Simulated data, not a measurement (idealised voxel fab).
process module | voxel fin reveal
cross-section cut | 200 nm wide | cells 5 nm
A cross-section is a grid of square cells, given in bands from the top down. A band is one or more rows of cells.
Each band's line starts with the height of the band's top and of its bottom, in nm. Then come its materials from left to right, each with its width in nm. One material with "throughout" fills the band from edge to edge. "air" is empty space.
Height 0 is the level under which the wafer as received is all one material. The lowest band goes on downwards, as in "0 down".
A width such as "30 to 40" changes by the same amount from each row of cells to the next, from the band's top row to its bottom row.
"no change" after a step means that no cell of the cross-section changed.
closed voids: empty space of 8 cells or more with no open way to the top, each as width x height at its distance from the left edge, in nm
after a step's settings: what the simulator itself notes on the step
overlay nm, on a step with a mask: how far to the right of its planned place the mask lay; to the left if negative
plan
1 op RECEIVE | material Si
2 op CONFORMAL_DEP | material SiN | thk nm 10
3 op MASKED_ETCH | tone cover | mask id FINS | width nm 15 | pitch nm 45 | etch materials SiN | depth nm 10 | overlay nm 0
4 op MASKED_ETCH | tone cover | mask id FINS | width nm 15 | pitch nm 45 | etch materials Si | depth nm 40 | overlay nm 0
5 op OXIDIZE | depth nm 5
6 op FILL_DEP | material SiO2 | thk nm 10
7 op CMP | height nm 10
8 op SELECTIVE_ETCH | etch materials SiO2 | depth nm 40
9 op STRIP | etch materials SiN
as received, after step 1
  0 down: Si throughout
  closed voids: none
first wafer at the end, as planned
  0 to -30: air 75 | Si 5 | air 40 | Si 5 | air 75
  -30 to -45: SiO2 75 | Si 5 | SiO2 40 | Si 5 | SiO2 75
  -45 down: Si throughout
  closed voids: none
second wafer at the end: like start, like plan, one mistake
  0 to -5: Si 65 | air 25 | Si 20 | air 25 | Si 65
  -5 down: Si throughout
  closed voids: none
what went wrong: step 3 ran as: op MASKED_ETCH | tone open | mask id FINS | width nm 15 | pitch nm 45 | etch materials SiN | depth nm 10 | overlay nm 0
at the end the second wafer has, in cells: 332 more of Si | 114 fewer of SiO2
